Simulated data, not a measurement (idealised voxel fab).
process module | voxel trench capacitor
cross-section cut | 245 nm wide | cells 5 nm
A cross-section is a grid of square cells, given in bands from the top down. A band is one or more rows of cells.
Each band's line starts with the height of the band's top and of its bottom, in nm. Then come its materials from left to right, each with its width in nm. One material with "throughout" fills the band from edge to edge. "air" is empty space.
Height 0 is the level under which the wafer as received is all one material. The lowest band goes on downwards, as in "0 down".
A width such as "30 to 40" changes by the same amount from each row of cells to the next, from the band's top row to its bottom row.
"no change" after a step means that no cell of the cross-section changed.
closed voids: empty space of 8 cells or more with no open way to the top, each as width x height at its distance from the left edge, in nm
after a step's settings: what the simulator itself notes on the step
overlay nm, on a step with a mask: how far to the right of its planned place the mask lay; to the left if negative
plan
1 op RECEIVE | material Si
2 op CONFORMAL_DEP | material SiN | thk nm 5
3 op PATTERN | tone open | mask id TRENCH | material resist | width nm 15 | pitch nm 45 | thk nm 20 | overlay nm 0
4 op DIRECTIONAL_ETCH | etch materials SiN | depth nm 5
5 op DIRECTIONAL_ETCH | etch materials Si | depth nm 35
6 op STRIP | etch materials resist
7 op CONFORMAL_DEP | material HfO2 | thk nm 5
8 op CONFORMAL_DEP | material TiN | thk nm 5
9 op FILL_DEP | material W | thk nm 5
10 op CMP | height nm 5
varied across the wafers: width nm of step 3. The plan shows the first wafer's value. All wafers start alike
first wafer as received, after step 1
  0 down: Si throughout
  closed voids: none
each wafer at the end: cells of each material gained (+) or lost (-) since it was received, then its closed voids
width nm 15 | +51 HfO2 | -63 Si | +40 SiN | +21 TiN | closed voids: none
width nm 20 | +54 HfO2 | -84 Si | +37 SiN | +42 TiN | closed voids: none
width nm 25 | +57 HfO2 | -105 Si | +34 SiN | +45 TiN | +18 W | closed voids: none
width nm 30 | +60 HfO2 | -126 Si | +31 SiN | +48 TiN | +36 W | closed voids: none
